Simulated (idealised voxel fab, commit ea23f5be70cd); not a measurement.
Process module name: voxel fin reveal
It is cross-section cut that appears here, measuring 290 nm in width, its square cells being 5 nm in size.
Just so we're on the same page, the cross-sections are grids of square cells, and they're listed out in bands top to bottom, each band one or more rows deep. Band: top and bottom heights (nm) first, top before bottom; then materials from left to right, widths in nm. "everywhere" marks a sole material filling the band edge to edge. "empty" denotes empty space. Ref level 0: as-received wafer is one material below here. Bottom band extends down with no lower bound ("0..down"). Per-row width for "30->40": begins at first number (top row of band), ends at second number (bottom row), increment between rows held constant. "nothing got changed" for a step: no cell of the cross-section changed in that step. "Trapped cavities" means: voids of 8 cells or more that are shut off from the top with no open way through. Written width x height at distance, distance from the left edge, in nm. On each step's line, the part that comes after the settings is the simulator's own comment on the step. The setting "overlay nm" may be written on the line of a step. When the step uses a mask, the value reports how far to the right of the planned place the mask lay, and a negative value reports that it lay to the left.
## Here's what the planned process steps look like
step 1: RECEIVE | material Si
step 2: CONFORMAL_DEP | material SiN | thk nm 5
step 3: DIRECTIONAL_DEP | material aC | thk nm 15
step 4: PATTERN | tone cover | mask id FINS | material resist | width nm 15 | pitch nm 35 | thk nm 30 | overlay nm 0
step 5: DIRECTIONAL_ETCH | etch materials aC | depth nm 15
step 6: STRIP | etch materials resist
step 7: DIRECTIONAL_ETCH | etch materials SiN | depth nm 5
step 8: DIRECTIONAL_ETCH | etch materials Si | depth nm 35
step 9: STRIP | etch materials aC
step 10: OXIDIZE | depth nm 5
step 11: FILL_DEP | material SiO2 | thk nm 15
step 12: CMP | height nm 5
step 13: SELECTIVE_ETCH | etch materials SiO2 | depth nm 25
step 14: STRIP | etch materials SiN
step 15: CONFORMAL_DEP | material SiO2 | thk nm 5
## First of two wafers - as planned
## This is the cross-section of the wafer as we received it, i.e. after step 1
    0..down | Si everywhere
    Trapped cavities: none
## The following cross-section depicts the wafer upon completion of step 2
    5..0 | SiN everywhere
    Under 0: no change, same as before.
## The following cross-section depicts the wafer upon completion of step 3
    20..5 | aC everywhere
    Under 5: no change, same as before.
## The following cross-section depicts the wafer upon completion of step 4
    50..20 | empty (85) / resist (15) / empty (20) / resist (15) / empty (20) / resist (15) / empty (20) / resist (15) / empty (85)
    Under 20: no change, same as before.
## The following cross-section depicts the wafer upon completion of step 5
    35..20 | empty (85) / resist (15) / empty (20) / resist (15) / empty (20) / resist (15) / empty (20) / resist (15) / empty (85)
    20..5 | empty (85) / aC (15) / empty (20) / aC (15) / empty (20) / aC (15) / empty (20) / aC (15) / empty (85)
    Under 5: no change, same as before.
## The following cross-section depicts the wafer upon completion of step 6
    20..5 | empty (85) / aC (15) / empty (20) / aC (15) / empty (20) / aC (15) / empty (20) / aC (15) / empty (85)
    Under 5: no change, same as before.
## The following cross-section depicts the wafer upon completion of step 7
    20..5 | empty (85) / aC (15) / empty (20) / aC (15) / empty (20) / aC (15) / empty (20) / aC (15) / empty (85)
    5..0 | empty (85) / SiN (15) / empty (20) / SiN (15) / empty (20) / SiN (15) / empty (20) / SiN (15) / empty (85)
    Under 0: no change, same as before.
## The following cross-section depicts the wafer upon completion of step 8
    20..5 | empty (85) / aC (15) / empty (20) / aC (15) / empty (20) / aC (15) / empty (20) / aC (15) / empty (85)
    5..0 | empty (85) / SiN (15) / empty (20) / SiN (15) / empty (20) / SiN (15) / empty (20) / SiN (15) / empty (85)
    0..-35 | empty (85) / Si (15) / empty (20) / Si (15) / empty (20) / Si (15) / empty (20) / Si (15) / empty (85)
    Under -35: no change, same as before.
## The following cross-section depicts the wafer upon completion of step 9
    5..0 | empty (85) / SiN (15) / empty (20) / SiN (15) / empty (20) / SiN (15) / empty (20) / SiN (15) / empty (85)
    Under 0: no change, same as before.
## The following cross-section depicts the wafer upon completion of step 10
    5..0 | empty (85) / SiN (15) / empty (20) / SiN (15) / empty (20) / SiN (15) / empty (20) / SiN (15) / empty (85)
    0..-35 | empty (85) / SiO2 (5) / Si (5) / SiO2 (5) / empty (20) / SiO2 (5) / Si (5) / SiO2 (5) / empty (20) / SiO2 (5) / Si (5) / SiO2 (5) / empty (20) / SiO2 (5) / Si (5) / SiO2 (5) / empty (85)
    -35..-40 | SiO2 (90) / Si (5) / SiO2 (30) / Si (5) / SiO2 (30) / Si (5) / SiO2 (30) / Si (5) / SiO2 (90)
    Under -40: no change, same as before.
## The following cross-section depicts the wafer upon completion of step 11
    20..5 | SiO2 everywhere
    5..0 | SiO2 (85) / SiN (15) / SiO2 (20) / SiN (15) / SiO2 (20) / SiN (15) / SiO2 (20) / SiN (15) / SiO2 (85)
    0..-40 | SiO2 (90) / Si (5) / SiO2 (30) / Si (5) / SiO2 (30) / Si (5) / SiO2 (30) / Si (5) / SiO2 (90)
    Under -40: no change, same as before.
## The following cross-section depicts the wafer upon completion of step 12
    5..0 | SiO2 (85) / SiN (15) / SiO2 (20) / SiN (15) / SiO2 (20) / SiN (15) / SiO2 (20) / SiN (15) / SiO2 (85)
    Under 0: no change, same as before.
## The following cross-section depicts the wafer upon completion of step 13
    5..0 | empty (85) / SiN (15) / empty (20) / SiN (15) / empty (20) / SiN (15) / empty (20) / SiN (15) / empty (85)
    0..-20 | empty (90) / Si (5) / empty (30) / Si (5) / empty (30) / Si (5) / empty (30) / Si (5) / empty (90)
    Under -20: no change, same as before.
## The following cross-section depicts the wafer upon completion of step 14
    0..-20 | empty (90) / Si (5) / empty (30) / Si (5) / empty (30) / Si (5) / empty (30) / Si (5) / empty (90)
    Under -20: no change, same as before.
## The following cross-section depicts the wafer upon completion of step 15
    5..0 | empty (85) / SiO2 (15) / empty (20) / SiO2 (15) / empty (20) / SiO2 (15) / empty (20) / SiO2 (15) / empty (85)
    0..-15 | empty (85) / SiO2 (5) / Si (5) / SiO2 (5) / empty (20) / SiO2 (5) / Si (5) / SiO2 (5) / empty (20) / SiO2 (5) / Si (5) / SiO2 (5) / empty (20) / SiO2 (5) / Si (5) / SiO2 (5) / empty (85)
    -15..-40 | SiO2 (90) / Si (5) / SiO2 (30) / Si (5) / SiO2 (30) / Si (5) / SiO2 (30) / Si (5) / SiO2 (90)
    Under -40: no change, same as before.
## Wafer two. Same start, same plan, one slip in execution. Same as wafer one through step 7, inclusive
## Cross-section of the second wafer at the time by which step 8 should have been completed according to the plan
    20..5 | empty (85) / aC (15) / empty (20) / aC (15) / empty (20) / aC (15) / empty (20) / aC (15) / empty (85)
    5..0 | empty (85) / SiN (15) / empty (20) / SiN (15) / empty (20) / SiN (15) / empty (20) / SiN (15) / empty (85)
    0..-40 | empty (85) / Si (15) / empty (20) / Si (15) / empty (20) / Si (15) / empty (20) / Si (15) / empty (85)
    Under -40: no change, same as before.
## Cross-section of the second wafer at the time by which step 9 should have been completed according to the plan
    5..0 | empty (85) / SiN (15) / empty (20) / SiN (15) / empty (20) / SiN (15) / empty (20) / SiN (15) / empty (85)
    Under 0: no change, same as before.
## Cross-section of the second wafer at the time by which step 10 should have been completed according to the plan
    5..0 | empty (85) / SiN (15) / empty (20) / SiN (15) / empty (20) / SiN (15) / empty (20) / SiN (15) / empty (85)
    0..-40 | empty (85) / SiO2 (5) / Si (5) / SiO2 (5) / empty (20) / SiO2 (5) / Si (5) / SiO2 (5) / empty (20) / SiO2 (5) / Si (5) / SiO2 (5) / empty (20) / SiO2 (5) / Si (5) / SiO2 (5) / empty (85)
    -40..-45 | SiO2 (90) / Si (5) / SiO2 (30) / Si (5) / SiO2 (30) / Si (5) / SiO2 (30) / Si (5) / SiO2 (90)
    Under -45: no change, same as before.
## Cross-section of the second wafer at the time by which step 11 should have been completed according to the plan
    20..5 | SiO2 everywhere
    5..0 | SiO2 (85) / SiN (15) / SiO2 (20) / SiN (15) / SiO2 (20) / SiN (15) / SiO2 (20) / SiN (15) / SiO2 (85)
    0..-45 | SiO2 (90) / Si (5) / SiO2 (30) / Si (5) / SiO2 (30) / Si (5) / SiO2 (30) / Si (5) / SiO2 (90)
    Under -45: no change, same as before.
## Cross-section of the second wafer at the time by which step 12 should have been completed according to the plan
    5..0 | SiO2 (85) / SiN (15) / SiO2 (20) / SiN (15) / SiO2 (20) / SiN (15) / SiO2 (20) / SiN (15) / SiO2 (85)
    Under 0: no change, same as before.
## Cross-section of the second wafer at the time by which step 13 should have been completed according to the plan
    5..0 | empty (85) / SiN (15) / empty (20) / SiN (15) / empty (20) / SiN (15) / empty (20) / SiN (15) / empty (85)
    0..-20 | empty (90) / Si (5) / empty (30) / Si (5) / empty (30) / Si (5) / empty (30) / Si (5) / empty (90)
    Under -20: no change, same as before.
## Cross-section of the second wafer at the time by which step 14 should have been completed according to the plan
    0..-20 | empty (90) / Si (5) / empty (30) / Si (5) / empty (30) / Si (5) / empty (30) / Si (5) / empty (90)
    Under -20: no change, same as before.
## Cross-section of the second wafer at the time by which step 15 should have been completed according to the plan
    5..0 | empty (85) / SiO2 (15) / empty (20) / SiO2 (15) / empty (20) / SiO2 (15) / empty (20) / SiO2 (15) / empty (85)
    0..-15 | empty (85) / SiO2 (5) / Si (5) / SiO2 (5) / empty (20) / SiO2 (5) / Si (5) / SiO2 (5) / empty (20) / SiO2 (5) / Si (5) / SiO2 (5) / empty (20) / SiO2 (5) / Si (5) / SiO2 (5) / empty (85)
    -15..-45 | SiO2 (90) / Si (5) / SiO2 (30) / Si (5) / SiO2 (30) / Si (5) / SiO2 (30) / Si (5) / SiO2 (90)
    Under -45: no change, same as before.
Run error: the process deviated at step 8: the operation and settings actually run there were DIRECTIONAL_ETCH | etch materials Si | depth nm 40
Count the cells at the end and the second wafer has more or fewer of some materials than the first: Si -54 | SiO2 +54
